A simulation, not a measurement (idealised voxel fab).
process module | voxel gate over fins
The cross-section on display is named cut; it measures 260 nm wide, and its cells are 5 nm squares.
Cross-section = grid of square cells, listed top down in bands; band = one or more rows. Heads up on the band format: heights come first, top then bottom, in nm. After that it's the materials left to right, each with its width in nm. A single material flagged "throughout" fills the whole band edge to edge, and "air" means there's empty space there. Measure heights from 0. That's the level where, below it, the as-received wafer is all one material. The lowest band is bottomless and extends downward; write it as in "0..down". The width entry "30..40" should be interpreted row by row: the top row of cells in the band takes the first number, the bottom row takes the second number, and the change between adjacent rows is uniform throughout. For the purposes of this document, the phrase "stayed the same" attached to a step denotes that no cell within the cross-section was modified by that step. The entry titled "Fully sealed voids" provides the empty spaces that have no open way to the top, restricted to those of 8 cells or more. Each is presented as width x height at distance, the distance being measured from the left edge, with all three in nm. Post-settings text on a step line: simulator's own remark regarding the step. "overlay nm" denotes, for a step that has a mask, the displacement of the mask to the right of its planned place, with negative values corresponding to the left.
[Planned step list for the process]
1 RECEIVE, material Si
2 CONFORMAL_DEP, material SiN, thk nm 5
3 MASKED_ETCH, tone cover, mask id FINS, width nm 15, pitch nm 60, etch materials SiN, depth nm 5, overlay nm 0
4 MASKED_ETCH, tone cover, mask id FINS, width nm 15, pitch nm 60, etch materials Si, depth nm 35, overlay nm 0
5 OXIDIZE, depth nm 5
6 FILL_DEP, material SiO2, thk nm 5
7 CMP, height nm 5
8 MASKED_ETCH, tone open, mask id RAIL, width nm 15, etch materials SiO2, depth nm 35, overlay nm 0
9 CONFORMAL_DEP, material TiN, thk nm 5
10 FILL_DEP, material Ru, thk nm 10
11 CMP, height nm 5
12 SELECTIVE_ETCH, etch materials W Ru TiN, depth nm 20
13 FILL_DEP, material SiO2, thk nm 5
14 CMP, height nm 5
15 SELECTIVE_ETCH, etch materials SiO2, depth nm 15
16 STRIP, etch materials SiN
17 CONFORMAL_DEP, material HfO2, thk nm 5
18 CONFORMAL_DEP, material TiN, thk nm 5
19 FILL_DEP, material W, thk nm 15
20 CMP, height nm 20
21 CONFORMAL_DEP, material SiN, thk nm 10
[as received, after step 1]
> 0..down  Si throughout
> Fully sealed voids: none
[Module complete, cross-section. Starting point and plan per above. One mistake made in running the module]
> 30..20  SiN throughout
> 20..10  W throughout
> 10..5  W: 55 | TiN: 25 | W: 35 | TiN: 25 | W: 35 | TiN: 25 | W: 60
> 5..0  W: 55 | TiN: 5 | HfO2: 15 | TiN: 5 | W: 35 | TiN: 5 | HfO2: 15 | TiN: 5 | W: 35 | TiN: 5 | HfO2: 15 | TiN: 5 | W: 60
> 0..-5  TiN: 60 | HfO2: 5 | Si: 5 | HfO2: 5 | TiN: 45 | HfO2: 5 | Si: 5 | HfO2: 5 | TiN: 45 | HfO2: 5 | Si: 5 | HfO2: 5 | TiN: 65
> -5..-10  HfO2: 50 | TiN: 10 | HfO2: 5 | Si: 5 | HfO2: 5 | TiN: 10 | HfO2: 25 | TiN: 10 | HfO2: 5 | Si: 5 | HfO2: 5 | TiN: 10 | HfO2: 25 | TiN: 10 | HfO2: 5 | Si: 5 | HfO2: 5 | TiN: 10 | HfO2: 55
> -10..-15  SiO2: 45 | HfO2: 20 | Si: 5 | HfO2: 20 | SiO2: 15 | HfO2: 20 | Si: 5 | HfO2: 20 | SiO2: 15 | HfO2: 20 | Si: 5 | HfO2: 20 | SiO2: 50
> -15..-25  SiO2: 65 | Si: 5 | SiO2: 20 | TiN: 5 | Ru: 5 | TiN: 5 | SiO2: 20 | Si: 5 | SiO2: 55 | Si: 5 | SiO2: 70
> -25..-30  SiO2: 65 | Si: 5 | SiO2: 20 | TiN: 15 | SiO2: 20 | Si: 5 | SiO2: 55 | Si: 5 | SiO2: 70
> -30..-40  SiO2: 65 | Si: 5 | SiO2: 55 | Si: 5 | SiO2: 55 | Si: 5 | SiO2: 70
> -40..down  Si throughout
> Fully sealed voids: none
It is concluded that the wafer was processed incorrectly with respect to the plan, in that plan steps 15 and 16 run swapped
